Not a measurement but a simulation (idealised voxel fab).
Title: Process Module voxel gate over fins
FYI the section here is cut, 215 nm wide, cells are 5 nm squares.
In this document a cross-section is written as a grid of square cells. It is given as a series of bands, listed from the top down, and a band is one or more rows of cells. It is stipulated that each band's entry specify, in nanometres, the height of the top of the band and then that of its bottom, followed by the materials of the band in left-to-right sequence, each together with its width in nanometres. A single material marked by the word "full width" is understood to fill the band from edge to edge; the word "empty" is understood to denote empty space. Heights are measured from 0, the level below which the as-received wafer is all one material; the lowest band has no bottom and continues downward, written as in "0 nm and below". A two-number width, for instance "30->40", indicates that the width is equal to the first number in the top row of the band and to the second number in the bottom row, and that it changes by a constant amount per row of cells. Key: "no alterations made" - step with no changed cell in the cross-section. This entry, "Catalogued sealed voids", enumerates those empty regions of no fewer than 8 cells that possess no open connection to the top. Each region is reported in the form width x height at distance, the distance being taken from the left edge, with all three quantities expressed in nm. Post-settings text on a step line: simulator's own remark regarding the step. overlay nm: where the mask lay relative to plan, measured to the right, on steps with a mask; negatives go left.
Process steps (planned)
1,op RECEIVE | material Si
2,op CONFORMAL_DEP | material SiN | thk nm 10
3,op PATTERN | tone cover | mask id FINS | material resist | width nm 15 | pitch nm 40 | thk nm 15 | overlay nm 0
4,op DIRECTIONAL_ETCH | etch materials SiN | depth nm 10
5,op DIRECTIONAL_ETCH | etch materials Si | depth nm 40
6,op STRIP | etch materials resist
7,op FILL_DEP | material SiO2 | thk nm 15
8,op CMP | height nm 10
9,op SELECTIVE_ETCH | etch materials SiO2 | depth nm 20
10,op STRIP | etch materials SiN
11,op CONFORMAL_DEP | material HfO2 | thk nm 5
12,op CONFORMAL_DEP | material TiN | thk nm 5
13,op CONFORMAL_DEP | material TiAl | thk nm 5
14,op CONFORMAL_DEP | material TiN | thk nm 5
15,op FILL_DEP | material W | thk nm 15
16,op CMP | height nm 30
17,op CONFORMAL_DEP | material SiN | thk nm 10
Concerning the first of two wafers, which was run in accordance with the plan
As-received state of the wafer in cross-section, equivalent to post-step 1
0 nm and below: Si full width
Catalogued sealed voids: none
Wafer after step 2 (cross-section)
10 nm to 0 nm: SiN full width
Below 0 it's all the same as before, nothing changed down there.
Wafer after step 3 (cross-section)
25 nm to 10 nm: 40 of empty; 15 of resist; 25 of empty; 15 of resist; 25 of empty; 15 of resist; 25 of empty; 15 of resist; 40 of empty
Below 10 it's all the same as before, nothing changed down there.
Wafer after step 4 (cross-section)
25 nm to 10 nm: 40 of empty; 15 of resist; 25 of empty; 15 of resist; 25 of empty; 15 of resist; 25 of empty; 15 of resist; 40 of empty
10 nm to 0 nm: 40 of empty; 15 of SiN; 25 of empty; 15 of SiN; 25 of empty; 15 of SiN; 25 of empty; 15 of SiN; 40 of empty
Below 0 it's all the same as before, nothing changed down there.
Wafer after step 5 (cross-section)
25 nm to 10 nm: 40 of empty; 15 of resist; 25 of empty; 15 of resist; 25 of empty; 15 of resist; 25 of empty; 15 of resist; 40 of empty
10 nm to 0 nm: 40 of empty; 15 of SiN; 25 of empty; 15 of SiN; 25 of empty; 15 of SiN; 25 of empty; 15 of SiN; 40 of empty
0 nm to -40 nm: 40 of empty; 15 of Si; 25 of empty; 15 of Si; 25 of empty; 15 of Si; 25 of empty; 15 of Si; 40 of empty
Below -40 it's all the same as before, nothing changed down there.
Wafer after step 6 (cross-section)
10 nm to 0 nm: 40 of empty; 15 of SiN; 25 of empty; 15 of SiN; 25 of empty; 15 of SiN; 25 of empty; 15 of SiN; 40 of empty
Below 0 it's all the same as before, nothing changed down there.
Wafer after step 7 (cross-section)
25 nm to 10 nm: SiO2 full width
10 nm to 0 nm: 40 of SiO2; 15 of SiN; 25 of SiO2; 15 of SiN; 25 of SiO2; 15 of SiN; 25 of SiO2; 15 of SiN; 40 of SiO2
0 nm to -40 nm: 40 of SiO2; 15 of Si; 25 of SiO2; 15 of Si; 25 of SiO2; 15 of Si; 25 of SiO2; 15 of Si; 40 of SiO2
Below -40 it's all the same as before, nothing changed down there.
Wafer after step 8 (cross-section)
10 nm to 0 nm: 40 of SiO2; 15 of SiN; 25 of SiO2; 15 of SiN; 25 of SiO2; 15 of SiN; 25 of SiO2; 15 of SiN; 40 of SiO2
Below 0 it's all the same as before, nothing changed down there.
Wafer after step 9 (cross-section)
10 nm to 0 nm: 40 of empty; 15 of SiN; 25 of empty; 15 of SiN; 25 of empty; 15 of SiN; 25 of empty; 15 of SiN; 40 of empty
0 nm to -10 nm: 40 of empty; 15 of Si; 25 of empty; 15 of Si; 25 of empty; 15 of Si; 25 of empty; 15 of Si; 40 of empty
Below -10 it's all the same as before, nothing changed down there.
Wafer after step 10 (cross-section)
0 nm to -10 nm: 40 of empty; 15 of Si; 25 of empty; 15 of Si; 25 of empty; 15 of Si; 25 of empty; 15 of Si; 40 of empty
Below -10 it's all the same as before, nothing changed down there.
Wafer after step 11 (cross-section)
5 nm to 0 nm: 35 of empty; 25 of HfO2; 15 of empty; 25 of HfO2; 15 of empty; 25 of HfO2; 15 of empty; 25 of HfO2; 35 of empty
0 nm to -5 nm: 35 of empty; 5 of HfO2; 15 of Si; 5 of HfO2; 15 of empty; 5 of HfO2; 15 of Si; 5 of HfO2; 15 of empty; 5 of HfO2; 15 of Si; 5 of HfO2; 15 of empty; 5 of HfO2; 15 of Si; 5 of HfO2; 35 of empty
-5 nm to -10 nm: 40 of HfO2; 15 of Si; 25 of HfO2; 15 of Si; 25 of HfO2; 15 of Si; 25 of HfO2; 15 of Si; 40 of HfO2
Below -10 it's all the same as before, nothing changed down there.
Wafer after step 12 (cross-section)
10 nm to 5 nm: 30 of empty; 35 of TiN; 5 of empty; 35 of TiN; 5 of empty; 35 of TiN; 5 of empty; 35 of TiN; 30 of empty
5 nm to 0 nm: 30 of empty; 5 of TiN; 25 of HfO2; 5 of TiN; 5 of empty; 5 of TiN; 25 of HfO2; 5 of TiN; 5 of empty; 5 of TiN; 25 of HfO2; 5 of TiN; 5 of empty; 5 of TiN; 25 of HfO2; 5 of TiN; 30 of empty
0 nm to -5 nm: 35 of TiN; 5 of HfO2; 15 of Si; 5 of HfO2; 15 of TiN; 5 of HfO2; 15 of Si; 5 of HfO2; 15 of TiN; 5 of HfO2; 15 of Si; 5 of HfO2; 15 of TiN; 5 of HfO2; 15 of Si; 5 of HfO2; 35 of TiN
Below -5 it's all the same as before, nothing changed down there.
Wafer after step 13 (cross-section)
15 nm to 10 nm: 25 of empty; 165 of TiAl; 25 of empty
10 nm to 5 nm: 25 of empty; 5 of TiAl; 35 of TiN; 5 of TiAl; 35 of TiN; 5 of TiAl; 35 of TiN; 5 of TiAl; 35 of TiN; 5 of TiAl; 25 of empty
5 nm to 0 nm: 30 of TiAl; 5 of TiN; 25 of HfO2; 5 of TiN; 5 of TiAl; 5 of TiN; 25 of HfO2; 5 of TiN; 5 of TiAl; 5 of TiN; 25 of HfO2; 5 of TiN; 5 of TiAl; 5 of TiN; 25 of HfO2; 5 of TiN; 30 of TiAl
Below 0 it's all the same as before, nothing changed down there.
Wafer after step 14 (cross-section)
20 nm to 15 nm: 20 of empty; 175 of TiN; 20 of empty
15 nm to 10 nm: 20 of empty; 5 of TiN; 165 of TiAl; 5 of TiN; 20 of empty
10 nm to 5 nm: 25 of TiN; 5 of TiAl; 35 of TiN; 5 of TiAl; 35 of TiN; 5 of TiAl; 35 of TiN; 5 of TiAl; 35 of TiN; 5 of TiAl; 25 of TiN
Below 5 it's all the same as before, nothing changed down there.
Wafer after step 15 (cross-section)
35 nm to 20 nm: W full width
20 nm to 15 nm: 20 of W; 175 of TiN; 20 of W
15 nm to 10 nm: 20 of W; 5 of TiN; 165 of TiAl; 5 of TiN; 20 of W
Below 10 it's all the same as before, nothing changed down there.
Wafer after step 16 (cross-section)
30 nm to 20 nm: W full width
Below 20 it's all the same as before, nothing changed down there.
Wafer after step 17 (cross-section)
40 nm to 30 nm: SiN full width
Below 30 it's all the same as before, nothing changed down there.
It is to be noted that the second wafer proceeded from the same initial state and according to the same plan as the first, although one mistake was committed in its execution; through step 7, inclusive, the two wafers share an identical history
Second wafer shown in cross-section at the time step 8 was slated to end: no alterations made
Second wafer shown in cross-section at the time step 9 was slated to end
10 nm to 5 nm: 40 of empty; 15 of SiN; 25 of empty; 15 of SiN; 25 of empty; 15 of SiN; 25 of empty; 15 of SiN; 40 of empty
Below 5 it's all the same as before, nothing changed down there.
Second wafer shown in cross-section at the time step 10 was slated to end
5 nm to 0 nm: 40 of SiO2; 15 of empty; 25 of SiO2; 15 of empty; 25 of SiO2; 15 of empty; 25 of SiO2; 15 of empty; 40 of SiO2
Below 0 it's all the same as before, nothing changed down there.
Second wafer shown in cross-section at the time step 11 was slated to end
10 nm to 5 nm: 45 of HfO2; 5 of empty; 35 of HfO2; 5 of empty; 35 of HfO2; 5 of empty; 35 of HfO2; 5 of empty; 45 of HfO2
5 nm to 0 nm: 40 of SiO2; 15 of HfO2; 25 of SiO2; 15 of HfO2; 25 of SiO2; 15 of HfO2; 25 of SiO2; 15 of HfO2; 40 of SiO2
Below 0 it's all the same as before, nothing changed down there.
Second wafer shown in cross-section at the time step 12 was slated to end
15 nm to 10 nm: TiN full width
10 nm to 5 nm: 45 of HfO2; 5 of TiN; 35 of HfO2; 5 of TiN; 35 of HfO2; 5 of TiN; 35 of HfO2; 5 of TiN; 45 of HfO2
Below 5 it's all the same as before, nothing changed down there.
Second wafer shown in cross-section at the time step 13 was slated to end
20 nm to 15 nm: TiAl full width
Below 15 it's all the same as before, nothing changed down there.
Second wafer shown in cross-section at the time step 14 was slated to end
25 nm to 20 nm: TiN full width
Below 20 it's all the same as before, nothing changed down there.
Second wafer shown in cross-section at the time step 15 was slated to end
40 nm to 25 nm: W full width
Below 25 it's all the same as before, nothing changed down there.
Second wafer shown in cross-section at the time step 16 was slated to end
30 nm to 25 nm: W full width
Below 25 it's all the same as before, nothing changed down there.
Second wafer shown in cross-section at the time step 17 was slated to end
40 nm to 30 nm: SiN full width
Below 30 it's all the same as before, nothing changed down there.
Deviation from plan: step 8 of the plan was omitted and not executed
Heads up, by the end the second wafer has more or fewer cells of some materials compared to the first: HfO2 -8, SiO2 +93, TiAl -10, TiN -16, W -59
